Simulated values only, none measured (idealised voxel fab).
The following is a process module called voxel local oxidation.
For reference, the cross-section in this document is cut, with width 165 nm and square cells of 5 nm.
Cross-section spec: square-cell grid; bands listed top down; each band is one or more rows.
Look at the band entry: it leads with the top's height and the bottom's height in nm. Then it lists the materials left to right, with a width in nm for each. The word "throughout" on a single material says that material fills the band edge to edge. The word "empty" is empty space.
Height reference: 0 = level under which incoming wafer is all one material. Lowest band: no bottom, runs on downward, e.g. "0 -> down".
So if you see something like "30 to 40" for the width, read it as the top row of the band sitting at the first number and the bottom row at the second, with every row in between moving by the same amount as the last.
"everything unchanged", as given for a step, is the statement that not any cell of the cross-section underwent a change during that step.
The entry "Entrapped void list" lists the empty spaces that cover at least 8 cells and have no open path to the top. Each is written as width x height at distance, where the distance is measured from the left edge and all three values are in nm.
Step line, after settings: the simulator's comment on this step.
Regarding "overlay nm": on a step with a mask, it is the distance the mask lay to the right of its planned place; a negative value places it to the left.
[Planned process steps]
1,RECEIVE, material Si
2,OXIDIZE, depth nm 5
3,CONFORMAL_DEP, material SiN, thk nm 10
4,PATTERN, tone cover, mask id ACTIVE, material resist, width nm 95, thk nm 15, overlay nm 0
5,DIRECTIONAL_ETCH, etch materials SiN, depth nm 10
6,STRIP, etch materials resist
7,SELECTIVE_ETCH, etch materials SiO2, depth nm 5
8,OXIDIZE, depth nm 15
9,STRIP, etch materials SiN
Wafer-to-wafer difference: width nm, step 4. Common start. Plan = first wafer's value.
[first wafer as received, after step 1]
0 -> down | Si throughout
Entrapped void list: none
[Heads up, this table goes wafer by wafer. A row tells you, at the end of the module, how many cells of each material that wafer has put on (+) or dropped (-) since it was received, and then its closed voids]
width nm 95 | -99 Si | +83 SiO2 | Entrapped void list: none
width nm 100 | -96 Si | +81 SiO2 | Entrapped void list: none
width nm 105 | -93 Si | +79 SiO2 | Entrapped void list: none
width nm 110 | -90 Si | +77 SiO2 | Entrapped void list: none
width nm 115 | -87 Si | +75 SiO2 | Entrapped void list: none
width nm 120 | -84 Si | +73 SiO2 | Entrapped void list: none
